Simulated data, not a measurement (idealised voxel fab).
This section sets out a process module, namely voxel transistor to metal.
Pictured: cross-section cut, 180 nm wide, on a grid of 5 nm square cells.
Each cross-section below is a grid of square cells, stated as bands in top-down order, with one or more rows of cells making up each band.
Band: top height; bottom height; in nm. Then, left to right: material with width in nm, for each material. "throughout": a single material spanning edge to edge. "empty": empty space.
It should be noted that heights are counted from 0, beneath which the wafer as supplied is of one material throughout, and that the lowest band possesses no lower boundary but continues downward, as written in "0 and below".
Width spec "30..40" -> top row of cells at first value, bottom row at second value, equal per-row change in between.
Key: "identical to before" - step with no changed cell in the cross-section.
Closed empty spaces (no open way to the top) of 8 cells or more are what "Enclosed void inventory" lists, each as width x height at distance from the left edge, nm for all three.
Heads up: the bit after the settings on a step's line is the simulator's remark on that step.
Regarding "overlay nm": on a step with a mask, it is the distance the mask lay to the right of its planned place; a negative value places it to the left.
Process steps (planned):
- 1: RECEIVE: material Si
- 2: CONFORMAL_DEP: material SiO2, thk nm 5
- 3: CONFORMAL_DEP: material SiN, thk nm 10
- 4: MASKED_ETCH: tone cover, mask id ACTIVE, width nm 105, etch materials SiN, depth nm 10, overlay nm 0
- 5: MASKED_ETCH: tone cover, mask id ACTIVE, width nm 105, etch materials SiO2, depth nm 5, overlay nm 0
- 6: MASKED_ETCH: tone cover, mask id ACTIVE, width nm 105, etch materials Si, depth nm 35, overlay nm 0
- 7: FILL_DEP: material SiO2, thk nm 15
- 8: CMP: height nm 15
- 9: SELECTIVE_ETCH: etch materials SiO2, depth nm 5
- 10: STRIP: etch materials SiN
- 11: SELECTIVE_ETCH: etch materials SiO2, depth nm 5
- 12: OXIDIZE: depth nm 5
- 13: DIRECTIONAL_DEP: material polySi, thk nm 20
- 14: DIRECTIONAL_DEP: material SiCN, thk nm 10
- 15: MASKED_ETCH: tone cover, mask id GATE, width nm 25, etch materials SiCN, depth nm 20, overlay nm 0
- 16: MASKED_ETCH: tone cover, mask id GATE, width nm 25, etch materials polySi, depth nm 30, overlay nm 0
- 17: CONFORMAL_DEP: material SiN, thk nm 10
- 18: DIRECTIONAL_ETCH: etch materials SiN, depth nm 10
- 19: DIRECTIONAL_ETCH: etch materials SiO2, depth nm 5
- 20: DIRECTIONAL_ETCH: etch materials Si, depth nm 10
- 21: EPI: material nSi, thk nm 10
- 22: FILL_DEP: material SiO2, thk nm 5
- 23: CMP: height nm 30
- 24: DIRECTIONAL_DEP: material SiO2, thk nm 15
- 25: PATTERN: tone open, mask id CONTACT, material resist, width nm 30, pitch nm 65, thk nm 15, overlay nm 0
- 26: DIRECTIONAL_ETCH: etch materials SiO2, depth nm 50
- 27: STRIP: etch materials resist
- 28: CONFORMAL_DEP: material TiN, thk nm 5
- 29: FILL_DEP: material W, thk nm 5
- 30: CMP: height nm 45
- 31: CONFORMAL_DEP: material SiCN, thk nm 5
- 32: DIRECTIONAL_DEP: material lowk, thk nm 25
- 33: PATTERN: tone open, mask id METAL_1, material resist, width nm 15, pitch nm 80, thk nm 20, overlay nm 0
- 34: DIRECTIONAL_ETCH: etch materials lowk, depth nm 25
- 35: DIRECTIONAL_ETCH: etch materials SiCN, depth nm 5
- 36: STRIP: etch materials resist
- 37: CONFORMAL_DEP: material TiN, thk nm 5
- 38: FILL_DEP: material W, thk nm 10
- 39: CMP: height nm 75
- 40: CONFORMAL_DEP: material SiCN, thk nm 5
- 41: DIRECTIONAL_DEP: material SiO2, thk nm 35
- 42: MASKED_ETCH: tone open, mask id METAL_2, width nm 15, pitch nm 80, etch materials SiO2, depth nm 20, overlay nm 0
- 43: DIRECTIONAL_DEP: material aC, thk nm 10
- 44: PATTERN: tone open, mask id METAL_2_HOLES, material resist, width nm 15, pitch nm 80, thk nm 25, overlay nm 0
- 45: DIRECTIONAL_ETCH: etch materials aC, depth nm 10
- 46: STRIP: etch materials resist
- 47: DIRECTIONAL_ETCH: etch materials SiO2, depth nm 15
- 48: DIRECTIONAL_ETCH: etch materials SiCN, depth nm 5
- 49: STRIP: etch materials aC
- 50: CONFORMAL_DEP: material TiN, thk nm 5
- 51: FILL_DEP: material Cu, thk nm 10
- 52: CMP: height nm 115
- 53: CONFORMAL_DEP: material SiCN, thk nm 5
Cross-section of the incoming wafer, state after step 1:
0 and below = Si throughout
Enclosed void inventory: none
Final cross-section, module run with one mistake (start and plan as above):
120 down to 115 = SiCN throughout
115 down to 80 = SiO2 (40) / TiN (5) / Cu (5) / TiN (5) / SiO2 (65) / TiN (5) / Cu (5) / TiN (5) / SiO2 (45)
80 down to 75 = SiCN (40) / TiN (15) / SiCN (65) / TiN (15) / SiCN (45)
75 down to 50 = lowk (40) / TiN (5) / W (5) / TiN (5) / lowk (65) / TiN (5) / W (5) / TiN (5) / lowk (45)
50 down to 45 = SiCN (40) / TiN (15) / SiCN (65) / TiN (15) / SiCN (45)
45 down to 35 = SiO2 (40) / TiN (5) / W (20) / TiN (5) / SiO2 (35) / TiN (5) / W (20) / TiN (5) / SiO2 (45)
35 down to 30 = SiO2 (40) / TiN (5) / W (15) / TiN (10) / SiO2 (35) / TiN (10) / W (15) / TiN (5) / SiO2 (45)
30 down to 20 = SiO2 (40) / TiN (5) / W (15) / TiN (5) / SiN (10) / SiCN (25) / SiN (10) / TiN (5) / W (15) / TiN (5) / SiO2 (45)
20 down to 10 = SiO2 (40) / TiN (5) / W (15) / TiN (5) / SiN (10) / polySi (25) / SiN (10) / TiN (5) / W (15) / TiN (5) / SiO2 (45)
10 down to 5 = SiO2 (40) / TiN (25) / SiN (10) / polySi (25) / SiN (10) / TiN (25) / SiO2 (45)
5 down to 0 = SiO2 (35) / SiN (10) / nSi (20) / SiN (10) / polySi (25) / SiN (10) / nSi (20) / SiN (10) / SiO2 (40)
0 down to -5 = SiO2 (45) / nSi (20) / SiO2 (45) / nSi (20) / SiO2 (50)
-5 down to -15 = SiO2 (35) / Si (10) / nSi (20) / Si (45) / nSi (20) / Si (10) / SiO2 (40)
-15 down to -35 = SiO2 (35) / Si (105) / SiO2 (40)
-35 and below = Si throughout
Enclosed void inventory: none
Which mistake was made when the wafer was run? step 4 did not use the planned setting and instead ran as MASKED_ETCH: tone cover, mask id ACTIVE, width nm 95, etch materials SiN, depth nm 10, overlay nm 0
